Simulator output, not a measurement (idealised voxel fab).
process module | voxel quadruple lines
cross-section cut | 285 nm wide | cells 5 nm
A cross-section is a grid of square cells, given in bands from the top down. A band is one or more rows of cells.
Each band's line starts with the height of the band's top and of its bottom, in nm. Then come its materials from left to right, each with its width in nm. One material with "throughout" fills the band from edge to edge. "air" is empty space.
Height 0 is the level under which the wafer as received is all one material. The lowest band goes on downwards, as in "0 down".
A width such as "30 to 40" changes by the same amount from each row of cells to the next, from the band's top row to its bottom row.
"no change" after a step means that no cell of the cross-section changed.
closed voids: empty space of 8 cells or more with no open way to the top, each as width x height at its distance from the left edge, in nm
after a step's settings: what the simulator itself notes on the step
overlay nm, on a step with a mask: how far to the right of its planned place the mask lay; to the left if negative
plan
1 op RECEIVE | material Si
2 op CONFORMAL_DEP | material Al2O3 | thk nm 5
3 op DIRECTIONAL_DEP | material W | thk nm 15
4 op DIRECTIONAL_DEP | material polySi | thk nm 20
5 op DIRECTIONAL_DEP | material aC | thk nm 25
6 op PATTERN | tone cover | mask id MANDREL | material resist | width nm 30 | thk nm 30 | overlay nm 0
7 op DIRECTIONAL_ETCH | etch materials aC | depth nm 25
8 op STRIP | etch materials resist
9 op CONFORMAL_DEP | material SiO2 | thk nm 10
10 op DIRECTIONAL_ETCH | etch materials SiO2 | depth nm 10
11 op STRIP | etch materials aC
12 op DIRECTIONAL_ETCH | etch materials polySi | depth nm 20
13 op STRIP | etch materials SiO2
14 op CONFORMAL_DEP | material SiN | thk nm 10
15 op DIRECTIONAL_ETCH | etch materials SiN | depth nm 10
16 op STRIP | etch materials polySi
17 op DIRECTIONAL_ETCH | etch materials W | depth nm 15
18 op STRIP | etch materials SiN
19 op FILL_DEP | material lowk | thk nm 5
20 op CMP | height nm 20
as received, after step 1
  0 down: Si throughout
  closed voids: none
a wafer at the end: this start, this plan, one mistake
  20 to 5: lowk 100 | W 10 | lowk 10 | W 10 | lowk 10 | W 10 | lowk 10 | W 10 | lowk 115
  5 to 0: Al2O3 throughout
  0 down: Si throughout
  closed voids: none
what went wrong: step 6 ran as: op PATTERN | tone cover | mask id MANDREL | material resist | width nm 30 | thk nm 30 | overlay nm -5
